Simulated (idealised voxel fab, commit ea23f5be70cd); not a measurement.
The following is a process module called voxel released beams.
In the cross-section labelled cut, the width is 225 nm and each square cell is 5 nm.
Throughout this document, each cross-section is represented as a grid of square cells and is presented as a sequence of bands enumerated from the top downward, where a band comprises one or more rows of cells. Heads up on the band format: heights come first, top then bottom, in nm. After that it's the materials left to right, each with its width in nm. A single material flagged "everywhere" fills the whole band edge to edge, and "empty" means there's empty space there. Counting heights begins at 0, where everything beneath is, in the wafer as received, one material. The lowest band has no bottom; it goes on downwards, as "0 down" shows. Read "30->40" as a graded width: first number on top, second number at the bottom, same change between each pair of neighbouring rows. When a step is marked "nothing altered", none of the cells in the cross-section changed during that step. "Enclosed voids" lists enclosed empty spaces (at least 8 cells, no open path upward to the top), each as width x height at distance from the left edge, in nm. Read whatever lies past the settings on a step's line as the simulator's own remark about the step. overlay nm, on a step with a mask: how far to the right of its planned place the mask lay; to the left if negative.
The process steps that were planned are listed below
- 1: RECEIVE, material Si
- 2: CONFORMAL_DEP, material SiN, thk nm 5
- 3: DIRECTIONAL_DEP, material SiO2, thk nm 10
- 4: DIRECTIONAL_DEP, material aC, thk nm 15
- 5: PATTERN, tone open, mask id ANCHOR, material resist, width nm 45, thk nm 35, overlay nm 0
- 6: DIRECTIONAL_ETCH, etch materials aC, depth nm 15
- 7: STRIP, etch materials resist
- 8: DIRECTIONAL_ETCH, etch materials SiO2, depth nm 10
- 9: STRIP, etch materials aC
- 10: CONFORMAL_DEP, material TiN, thk nm 15
- 11: PATTERN, tone cover, mask id BEAM, material resist, width nm 90, thk nm 20, overlay nm 0
- 12: DIRECTIONAL_ETCH, etch materials TiN, depth nm 15
- 13: STRIP, etch materials resist
- 14: STRIP, etch materials SiO2
Delivered wafer in cross-section: state after step 1
	0 down | Si everywhere
	Enclosed voids: none
Run as planned - first of the two wafers cross-sectioned at the end of the module
	30 to 20 | empty=65, then TiN=20, then empty=15, then TiN=55, then empty=70
	20 to 15 | empty=65, then TiN=90, then empty=70
	15 to 5 | empty=70, then TiN=45, then empty=110
	5 to 0 | SiN everywhere
	0 down | Si everywhere
	Enclosed voids: none
This cross-section belongs to the second wafer of two at the end of the module; the start and the plan were shared with the first, and the run included one mistake
	30 to 20 | empty=65, then TiN=25, then empty=15, then TiN=50, then empty=70
	20 to 15 | empty=65, then TiN=90, then empty=70
	15 to 5 | empty=75, then TiN=45, then empty=105
	5 to 0 | SiN everywhere
	0 down | Si everywhere
	Enclosed voids: none
What was the processing mistake? so step 5 ended up running with a different setting than we planned, it ran as PATTERN, tone open, mask id ANCHOR, material resist, width nm 45, thk nm 35, overlay nm 5
By the end, you'd get the same cell count for each material on either wafer, but the second wafer puts them somewhere else.
